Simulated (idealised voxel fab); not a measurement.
process module | voxel gate over fins
cross-section cut | 220 nm wide | cells 5 nm
A cross-section is a grid of square cells, given in bands from the top down. A band is one or more rows of cells.
Each band's line starts with the height of the band's top and of its bottom, in nm. Then come its materials from left to right, each with its width in nm. One material with "throughout" fills the band from edge to edge. "air" is empty space.
Height 0 is the level under which the wafer as received is all one material. The lowest band goes on downwards, as in "0 down".
A width such as "30 to 40" changes by the same amount from each row of cells to the next, from the band's top row to its bottom row.
"no change" after a step means that no cell of the cross-section changed.
closed voids: empty space of 8 cells or more with no open way to the top, each as width x height at its distance from the left edge, in nm
after a step's settings: what the simulator itself notes on the step
overlay nm, on a step with a mask: how far to the right of its planned place the mask lay; to the left if negative
plan
1 op RECEIVE | material Si
2 op CONFORMAL_DEP | material SiN | thk nm 10
3 op PATTERN | tone cover | mask id FINS | material resist | width nm 15 | pitch nm 50 | thk nm 15 | overlay nm 0
4 op DIRECTIONAL_ETCH | etch materials SiN | depth nm 10
5 op DIRECTIONAL_ETCH | etch materials Si | depth nm 35
6 op STRIP | etch materials resist
7 op OXIDIZE | depth nm 5
8 op FILL_DEP | material SiO2 | thk nm 10
9 op CMP | height nm 10
10 op PATTERN | tone open | mask id RAIL | material resist | width nm 15 | thk nm 20 | overlay nm 0
11 op DIRECTIONAL_ETCH | etch materials SiO2 | depth nm 40
12 op STRIP | etch materials resist
13 op CONFORMAL_DEP | material TiN | thk nm 5
14 op FILL_DEP | material W | thk nm 5
15 op CMP | height nm 10
16 op SELECTIVE_ETCH | etch materials W Ru TiN | depth nm 30
17 op FILL_DEP | material SiO2 | thk nm 5
18 op CMP | height nm 10
19 op SELECTIVE_ETCH | etch materials SiO2 | depth nm 25
20 op STRIP | etch materials SiN
21 op CONFORMAL_DEP | material HfO2 | thk nm 5
22 op CONFORMAL_DEP | material TiN | thk nm 5
23 op FILL_DEP | material W | thk nm 15
24 op CMP | height nm 20
25 op CONFORMAL_DEP | material SiCN | thk nm 10
as received, after step 1
  0 down: Si throughout
  closed voids: none
a wafer at the end: this start, this plan, one mistake
  30 to 20: SiCN throughout
  20 to 10: W throughout
  10 to 5: W 20 | TiN 25 | W 25 | TiN 25 | W 25 | TiN 25 | W 25 | TiN 25 | W 25
  5 to 0: TiN 25 | HfO2 15 | TiN 35 | HfO2 15 | TiN 35 | HfO2 15 | TiN 35 | HfO2 15 | TiN 30
  0 to -5: HfO2 30 | Si 5 | HfO2 45 | Si 5 | HfO2 45 | Si 5 | HfO2 45 | Si 5 | HfO2 35
  -5 to -20: SiO2 30 | Si 5 | SiO2 45 | Si 5 | SiO2 45 | Si 5 | SiO2 45 | Si 5 | SiO2 35
  -20 to -25: SiO2 30 | Si 5 | SiO2 15 | TiN 5 | W 5 | TiN 5 | SiO2 15 | Si 5 | SiO2 45 | Si 5 | SiO2 45 | Si 5 | SiO2 35
  -25 to -30: SiO2 30 | Si 5 | SiO2 15 | TiN 15 | SiO2 15 | Si 5 | SiO2 45 | Si 5 | SiO2 45 | Si 5 | SiO2 35
  -30 to -40: SiO2 30 | Si 5 | SiO2 45 | Si 5 | SiO2 45 | Si 5 | SiO2 45 | Si 5 | SiO2 35
  -40 down: Si throughout
  closed voids: none
what went wrong: step 19 ran as: op SELECTIVE_ETCH | etch materials SiO2 | depth nm 15
